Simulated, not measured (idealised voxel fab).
A process module follows: voxel quadruple lines.
The figure presents cross-section cut, which has a width of 290 nm and is divided into square cells with an edge length of 5 nm.
A cross-section is written here as square cells arranged in a grid, and it is given in bands from the top down, each band taking up one or more rows of cells.
It is stipulated that each band's entry specify, in nanometres, the height of the top of the band and then that of its bottom, followed by the materials of the band in left-to-right sequence, each together with its width in nanometres. A single material marked by the word "throughout" is understood to fill the band from edge to edge; the word "blank" is understood to denote empty space.
Zero point of the height axis is 0; under it, received wafer = one material. Lowest band: continues down indefinitely, "0 nm and below".
Top row gets the first number, bottom row gets the second, and each row in between changes by the same step: that is how a band width like "30 to 40" works.
"remained unchanged" for a step: no cell of the cross-section changed in that step.
In "Enclosed internal cavities" the enclosed voids are listed, meaning empty spaces of 8 cells or larger without any opening to the top. The form is width x height at distance, distance from the left edge, units nm.
Post-settings text on a step line: simulator's own remark regarding the step.
For masked steps, "overlay nm" on the step line gives how far right of plan the mask actually lay; a minus sign means it lay to the left.
## This section lists the process steps that were planned
step 1: RECEIVE [material Si]
step 2: CONFORMAL_DEP [material Al2O3] [thk nm 10]
step 3: DIRECTIONAL_DEP [material Ru] [thk nm 10]
step 4: DIRECTIONAL_DEP [material polySi] [thk nm 20]
step 5: DIRECTIONAL_DEP [material aC] [thk nm 20]
step 6: PATTERN [tone cover] [mask id MANDREL] [material resist] [width nm 25] [thk nm 30] [overlay nm 0]
step 7: DIRECTIONAL_ETCH [etch materials aC] [depth nm 20]
step 8: STRIP [etch materials resist]
step 9: CONFORMAL_DEP [material SiO2] [thk nm 15]
step 10: DIRECTIONAL_ETCH [etch materials SiO2] [depth nm 15]
step 11: STRIP [etch materials aC]
step 12: DIRECTIONAL_ETCH [etch materials polySi] [depth nm 20]
step 13: STRIP [etch materials SiO2]
step 14: CONFORMAL_DEP [material SiN] [thk nm 5]
step 15: DIRECTIONAL_ETCH [etch materials SiN] [depth nm 5]
step 16: STRIP [etch materials polySi]
step 17: DIRECTIONAL_ETCH [etch materials Ru] [depth nm 15]
step 18: STRIP [etch materials SiN]
step 19: FILL_DEP [material lowk] [thk nm 5]
step 20: CMP [height nm 25]
The plan shows the thk nm of step 3 as the first wafer had it; this setting differs between the wafers, which start out alike.
## The first of several wafers as received, shown in cross-section; this is its state after step 1
- 0 nm and below: Si throughout
- Enclosed internal cavities: none
## Quick key for the table: a row per wafer, taken at the end of the module. For each material it tells you how many cells the wafer gained (+) or lost (-) since it came in, and the closed voids come after
thk nm 10, +116 Al2O3, +8 Ru, +166 lowk, Enclosed internal cavities: none
thk nm 15, +116 Al2O3, +12 Ru, +162 lowk, Enclosed internal cavities: none
thk nm 20, +116 Al2O3, +66 Ru, +108 lowk, Enclosed internal cavities: none
thk nm 25, +116 Al2O3, +120 Ru, +54 lowk, Enclosed internal cavities: none
thk nm 30, +116 Al2O3, +174 Ru, Enclosed internal cavities: none
